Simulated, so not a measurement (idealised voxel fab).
Process module under the name voxel double patterning
Cross-section cut: width 175 nm, square cells of 5 nm.
Cross-section layout: square cells on a grid; listed as bands, top to bottom; a band spans one or more cell rows. Top height, bottom height, nm. Materials left to right, width each, nm. Single material + "all across" = fills band edge to edge. "blank" = empty. Zero point of the height axis is 0; under it, received wafer = one material. Lowest band: continues down indefinitely, "top 0, no bottom". So if you see something like "30..40" for the width, read it as the top row of the band sitting at the first number and the bottom row at the second, with every row in between moving by the same amount as the last. No cell of the cross-section changed in a step that is given as "nothing different". In "Completely enclosed voids" the enclosed voids are listed, meaning empty spaces of 8 cells or larger without any opening to the top. The form is width x height at distance, distance from the left edge, units nm. Whatever follows a step's settings on its line is a remark the simulator itself makes about that step. The setting "overlay nm" may be written on the line of a step. When the step uses a mask, the value reports how far to the right of the planned place the mask lay, and a negative value reports that it lay to the left.
# plan
- 1: RECEIVE: material Si
- 2: CONFORMAL_DEP: material SiN, thk nm 10
- 3: DIRECTIONAL_DEP: material SiO2, thk nm 20
- 4: DIRECTIONAL_DEP: material SiCN, thk nm 10
- 5: MASKED_ETCH: tone open, mask id FIRST, width nm 15, pitch nm 50, etch materials SiCN, depth nm 10, overlay nm 0
- 6: DIRECTIONAL_DEP: material aC, thk nm 15
- 7: PATTERN: tone open, mask id SECOND, material resist, width nm 15, thk nm 35, overlay nm 0
- 8: DIRECTIONAL_ETCH: etch materials aC, depth nm 15
- 9: STRIP: etch materials resist
- 10: DIRECTIONAL_ETCH: etch materials SiCN, depth nm 10
- 11: STRIP: etch materials aC
- 12: DIRECTIONAL_ETCH: etch materials SiO2, depth nm 20
- 13: STRIP: etch materials SiCN
# Wafer cross-section on receipt, i.e. after step 1
  top 0, no bottom  Si all across
  Completely enclosed voids: none
# Final cross-section, module run with one mistake (start and plan as above)
  top 30, bottom 10  SiO2=55; blank=15; SiO2=10; blank=15; SiO2=10; blank=15; SiO2=55
  top 10, bottom 0  aC all across
  top 0, no bottom  Si all across
  Completely enclosed voids: none
Plan not followed: contrary to plan, step 2 was performed as CONFORMAL_DEP: material aC, thk nm 10
